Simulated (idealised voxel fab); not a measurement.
Process module heading - voxel released beams
Section shown: cut. Width: 180 nm. Cell size: 5 nm, square.
This document writes a cross-section as a grid whose cells are square, and gives it as bands, listed from the top down; one or more rows of cells form a band.
Band entry format. Leading values: height of top, height of bottom, nm. Remainder: materials in left-to-right order, each with its width in nm. Special words: "throughout" on a single material, which then fills the band edge to edge; "air", empty space.
Below 0: as-received wafer, all one material; heights counted from there. Lowest band: no bottom, goes on down, written "z 0 and below".
Read "30->40" as a graded width: first number on top, second number at the bottom, same change between each pair of neighbouring rows.
No cell of the cross-section changed in a step that is given as "remained unchanged".
"Closed void roster" specifies each empty space that is not open to the top and that occupies no fewer than 8 cells, using the form width x height at distance, the distance measured from the left edge and all three quantities in nm.
Note: text after step settings on the step line = simulator remark on that step.
What "overlay nm" on a step's line means: if the step has a mask, that mask lay this far to the right of its planned place, or, when the value is negative, to the left.
INTENDED PROCESS STEPS
1: RECEIVE,material Si
2: CONFORMAL_DEP,material Al2O3,thk nm 5
3: DIRECTIONAL_DEP,material SiO2,thk nm 20
4: PATTERN,tone open,mask id ANCHOR,material resist,width nm 40,thk nm 20,overlay nm 0
5: DIRECTIONAL_ETCH,etch materials SiO2,depth nm 20
6: STRIP,etch materials resist
7: CONFORMAL_DEP,material polySi,thk nm 15
8: DIRECTIONAL_DEP,material aC,thk nm 10
9: PATTERN,tone cover,mask id BEAM,material resist,width nm 120,thk nm 25,overlay nm 0
10: DIRECTIONAL_ETCH,etch materials aC,depth nm 10
11: STRIP,etch materials resist
12: DIRECTIONAL_ETCH,etch materials polySi,depth nm 15
13: STRIP,etch materials aC
14: STRIP,etch materials SiO2
SO THIS IS THE INCOMING WAFER IN CROSS-SECTION - IT'S ALREADY BEEN THROUGH STEP 1
* z 0 and below | Si throughout
* Closed void roster: none
THE FIRST OF THE TWO WAFERS AS SEEN IN CROSS-SECTION ONCE THE MODULE WAS FINISHED; PROCESSING FOLLOWED THE PLAN
* z 40 to 25 | 25 air  20 polySi  10 air  90 polySi  35 air
* z 25 to 20 | 30 air  15 polySi  10 air  15 polySi  110 air
* z 20 to 5 | 30 air  40 polySi  110 air
* z 5 to 0 | Al2O3 throughout
* z 0 and below | Si throughout
* Closed void roster: none
PRESENTED HERE IS A CROSS-SECTION OF THE SECOND OF THE TWO WAFERS AS IT STOOD AT THE END OF THE MODULE. IT WAS STARTED IN THE SAME MANNER AND ASSIGNED THE SAME PLAN AS THE FIRST WAFER; HOWEVER, ONE MISTAKE WAS MADE IN ITS EXECUTION
* z 35 to 25 | 45 polySi  10 air  125 polySi
* z 25 to 15 | 30 SiO2  15 polySi  10 air  15 polySi  110 SiO2
* z 15 to 5 | 30 SiO2  40 polySi  110 SiO2
* z 5 to 0 | Al2O3 throughout
* z 0 and below | Si throughout
* Closed void roster: none
Heads up, the wafer didn't run the way we planned it: rather than as planned, step 8 actually ran as DIRECTIONAL_DEP,material polySi,thk nm 10
End check, counted in cells, second wafer has more or fewer of these materials than the first: SiO2 +112
